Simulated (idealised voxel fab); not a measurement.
Presented below is a process module, voxel released beams.
Section shown: cut. Width: 240 nm. Cell size: 5 nm, square.
Format of a cross-section: grid, square cells. Given as bands. Order: top down. Band: one or more rows of cells. Read a band's entry like this: the first values are the height of its top and the height of its bottom in nm, and what follows is the sequence of materials from left to right, each with its width in nm. Note that "blank" is empty space, and that a single material marked "everywhere" reaches across the band from edge to edge. Below 0: as-received wafer, all one material; heights counted from there. Lowest band: no bottom, goes on down, written "0 and below". Top row gets the first number, bottom row gets the second, and each row in between changes by the same step: that is how a band width like "30..40" works. "no change", as given for a step, is the statement that not any cell of the cross-section underwent a change during that step. Each empty space that has no open way to the top and spans at least 8 cells appears under "Sealed voids" as width x height at distance, the distance counted from the left edge, all in nm. Formally, on a step line, whatever follows the settings is a remark that the simulator itself makes on the step. A step line may carry the setting "overlay nm", which, for steps involving a mask, states the distance by which the mask lay to the right of its intended position; negative values denote displacement to the left.

Process steps (planned)
1,RECEIVE (material Si)
2,CONFORMAL_DEP (material SiN; thk nm 5)
3,DIRECTIONAL_DEP (material SiO2; thk nm 15)
4,PATTERN (tone open; mask id ANCHOR; material resist; width nm 40; thk nm 15; overlay nm 0)
5,DIRECTIONAL_ETCH (etch materials SiO2; depth nm 15)
6,STRIP (etch materials resist)
7,CONFORMAL_DEP (material TiN; thk nm 15)
8,MASKED_ETCH (tone cover; mask id BEAM; width nm 85; etch materials TiN; depth nm 15; overlay nm 0)
9,STRIP (etch materials SiO2)

This is the cross-section of the wafer as we received it, i.e. after step 1
    0 and below  Si everywhere
    Sealed voids: none

Starting wafer: above. Plan: above. Run: one mistake. Cross-section after the module: below
    30 down to 15  blank=75  TiN=20  blank=10  TiN=55  blank=80
    15 down to 0  blank=80  TiN=40  blank=120
    0 and below  Si everywhere
    Sealed voids: none
Run error: no execution of plan step 2; skipped
